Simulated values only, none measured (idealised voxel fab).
Proc. module: voxel double patterning
Pictured: cross-section cut, 260 nm wide, on a grid of 5 nm square cells.
A cross-section in this document is a grid of square cells, and it is written down as bands, the top band listed before the ones below it; a band is made up of one or more rows of cells.
It is stipulated that each band's entry specify, in nanometres, the height of the top of the band and then that of its bottom, followed by the materials of the band in left-to-right sequence, each together with its width in nanometres. A single material marked by the word "edge to edge" is understood to fill the band from edge to edge; the word "blank" is understood to denote empty space.
The reference from which all heights are counted is 0, the level beneath which the as-received wafer is entirely one material; the lowest band, having no lower bound, proceeds downward and is written after the example "0 -> down".
Read "30->40" as a graded width: first number on top, second number at the bottom, same change between each pair of neighbouring rows.
The designation "identical to before", where it is given for a processing step, indicates that no cell of the cross-section was altered in the course of that step.
The entry "Enclosed void entries" lists the empty spaces that cover at least 8 cells and have no open path to the top. Each is written as width x height at distance, where the distance is measured from the left edge and all three values are in nm.
Whatever follows a step's settings on its line is a remark the simulator itself makes about that step.
overlay nm: how far to the right of its planned place the mask lay on this masked step (negative: to the left).

-- Here's what the planned process steps look like
1) RECEIVE (material Si)
2) CONFORMAL_DEP (material SiO2; thk nm 5)
3) DIRECTIONAL_DEP (material TiN; thk nm 20)
4) DIRECTIONAL_DEP (material SiCN; thk nm 10)
5) DIRECTIONAL_DEP (material aC; thk nm 15)
6) PATTERN (tone open; mask id FIRST; material resist; width nm 15; pitch nm 50; thk nm 30; overlay nm 0)
7) DIRECTIONAL_ETCH (etch materials aC; depth nm 15)
8) STRIP (etch materials resist)
9) DIRECTIONAL_ETCH (etch materials SiCN; depth nm 10)
10) STRIP (etch materials aC)
11) MASKED_ETCH (tone open; mask id SECOND; width nm 15; etch materials SiCN; depth nm 10; overlay nm 0)
12) DIRECTIONAL_ETCH (etch materials TiN; depth nm 20)
13) STRIP (etch materials SiCN)

-- Wafer as received: cross-section following step 1
* 0 -> down: Si edge to edge
* Enclosed void entries: none

-- Here's the wafer cut in cross-section after the module, started and planned just like above, except one thing was done wrong in the run
* 25 -> 5: TiN 90 / blank 15 / TiN 15 / blank 15 / TiN 5 / blank 15 / TiN 105
* 5 -> 0: SiO2 edge to edge
* 0 -> down: Si edge to edge
* Enclosed void entries: none
Here's what went sideways: heads up, step 6 didn't go per plan, it actually ran as PATTERN (tone open; mask id FIRST; material resist; width nm 15; pitch nm 50; thk nm 30; overlay nm -5)
